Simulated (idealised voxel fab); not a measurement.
This section sets out a process module, namely voxel released beams.
Cross-section cut: width 140 nm, square cells of 5 nm.
In this document a cross-section is written as a grid of square cells. It is given as a series of bands, listed from the top down, and a band is one or more rows of cells. Per band: top height and bottom height in nm, followed by the left-to-right materials and their widths in nm; "full width" marks a single material spanning edge to edge, "air" marks empty space. Convention: height 0 is the level below which the wafer, as received, is all one material. The lowest band does not terminate at the bottom but continues downward, represented as "top 0, no bottom". With a width like "30->40", each row of cells in the band differs from the next by the same amount, the top row carrying the first number and the bottom row the second. Where a step carries "no modifications", the cross-section came out of it unchanged, cell for cell. "Sealed void listing": sealed empty spaces, 8 cells or more, no open way to top, listed width x height at distance, with distance from the left edge and width, height and distance in nm. Step line, after settings: the simulator's comment on this step. If you see "overlay nm" on a step's line and that step has a mask, it's telling you how far right of where it was planned the mask ended up; a negative number means it went left instead.

Steps in the process plan:
1. RECEIVE, material Si
2. CONFORMAL_DEP, material SiN, thk nm 10
3. DIRECTIONAL_DEP, material SiO2, thk nm 10
4. MASKED_ETCH, tone open, mask id ANCHOR, width nm 35, etch materials SiO2, depth nm 10, overlay nm 0
5. CONFORMAL_DEP, material polySi, thk nm 15
6. DIRECTIONAL_DEP, material aC, thk nm 15
7. PATTERN, tone cover, mask id BEAM, material resist, width nm 80, thk nm 35, overlay nm 0
8. DIRECTIONAL_ETCH, etch materials aC, depth nm 15
9. STRIP, etch materials resist
10. DIRECTIONAL_ETCH, etch materials polySi, depth nm 15
11. STRIP, etch materials aC
12. STRIP, etch materials SiO2

As-received state of the wafer in cross-section, equivalent to post-step 1:
top 0, no bottom: Si full width
Sealed void listing: none

First of two wafers: cross-section at end of module, run per plan:
top 35, bottom 25: air=25, then polySi=20, then air=5, then polySi=55, then air=35
top 25, bottom 20: air=25, then polySi=80, then air=35
top 20, bottom 10: air=30, then polySi=35, then air=75
top 10, bottom 0: SiN full width
top 0, no bottom: Si full width
Sealed void listing: none

This cross-section belongs to the second wafer of two at the end of the module; the start and the plan were shared with the first, and the run included one mistake:
top 50, bottom 35: air=25, then polySi=80, then air=35
top 35, bottom 20: polySi full width
top 20, bottom 10: SiO2=30, then polySi=35, then SiO2=75
top 10, bottom 0: SiN full width
top 0, no bottom: Si full width
Sealed void listing: none
Diagnosis: step 5 of the plan saw execution twice
In the final state, the cell counts of the second wafer exceed or fall short of those of the first for the following materials: +42 SiO2; +86 polySi
